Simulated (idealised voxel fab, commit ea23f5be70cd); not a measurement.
process module | voxel quadruple lines
The figure presents cross-section cut, which has a width of 205 nm and is divided into square cells with an edge length of 5 nm.
Heads up, the way a cross-section reads in here is a grid of square cells, handed over as bands from the top down, with every band being one or more rows of cells. Heights first: top, then bottom, in nm. Then materials, left to right, each with a width in nm. "everywhere" on a single material: fills the band edge to edge. "blank": empty space. Basically, 0 is our baseline, since under it the wafer straight out of the box is all one material. The bottom band has no lower end and keeps on going down, so it looks like "0 and below". Width "30 to 40": first value at the band's top row of cells, second value at its bottom row, equal change from row to row. "no modifications" (step): cross-section cells unchanged, all of them. Voids not open to the top, 8 cells minimum: see "Fully enclosed voids". Written width x height at distance; distance is from the left edge; nm. Whatever follows a step's settings on its line is a remark the simulator itself makes about that step. A step's line can hold "overlay nm"; with a mask on that step, the setting says how far right of the planned place the mask lay, while a negative setting says it lay to the left.

# So here's the lineup of process steps we planned
1,RECEIVE (material Si)
2,CONFORMAL_DEP (material Al2O3; thk nm 5)
3,DIRECTIONAL_DEP (material Ru; thk nm 5)
4,DIRECTIONAL_DEP (material polySi; thk nm 15)
5,DIRECTIONAL_DEP (material aC; thk nm 25)
6,PATTERN (tone cover; mask id MANDREL; material resist; width nm 30; thk nm 30; overlay nm 0)
7,DIRECTIONAL_ETCH (etch materials aC; depth nm 25)
8,STRIP (etch materials resist)
9,CONFORMAL_DEP (material SiO2; thk nm 10)
10,DIRECTIONAL_ETCH (etch materials SiO2; depth nm 10)
11,STRIP (etch materials aC)
12,DIRECTIONAL_ETCH (etch materials polySi; depth nm 15)
13,STRIP (etch materials SiO2)
14,CONFORMAL_DEP (material SiCN; thk nm 10)
15,DIRECTIONAL_ETCH (etch materials SiCN; depth nm 10)
16,STRIP (etch materials polySi)
17,DIRECTIONAL_ETCH (etch materials Ru; depth nm 15)
18,STRIP (etch materials SiCN)
19,FILL_DEP (material lowk; thk nm 10)
20,CMP (height nm 20)
Among the wafers covered here, the point of difference is the thk nm at step 3; their starting state is shared, and the plan presents the value of the first wafer.

# Here's the first of the wafers in cross-section, just as we got it, i.e. after step 1
0 and below: Si everywhere
Fully enclosed voids: none

# Post step 20, the closing step of the module: first of several wafers, cross-sectioned
20 down to 10: lowk everywhere
10 down to 5: 65 nm lowk; 10 nm Ru; 10 nm lowk; 10 nm Ru; 10 nm lowk; 10 nm Ru; 10 nm lowk; 10 nm Ru; 70 nm lowk
5 down to 0: Al2O3 everywhere
0 and below: Si everywhere
Fully enclosed voids: none

# Cross-section at module completion, last wafer
20 down to 5: Ru everywhere
5 down to 0: Al2O3 everywhere
0 and below: Si everywhere
Fully enclosed voids: none

# Tabulated below, wafer by wafer, are the end-of-module results: for each material, the number of cells gained (+) or lost (-) relative to the as-received state, followed by the closed voids
thk nm 5 | +41 Al2O3 | +8 Ru | +115 lowk | Fully enclosed voids: none
thk nm 10 | +41 Al2O3 | +16 Ru | +107 lowk | Fully enclosed voids: none
thk nm 15 | +41 Al2O3 | +24 Ru | +99 lowk | Fully enclosed voids: none
thk nm 20 | +41 Al2O3 | +57 Ru | +66 lowk | Fully enclosed voids: none
thk nm 25 | +41 Al2O3 | +90 Ru | +33 lowk | Fully enclosed voids: none
thk nm 30 | +41 Al2O3 | +123 Ru | Fully enclosed voids: none
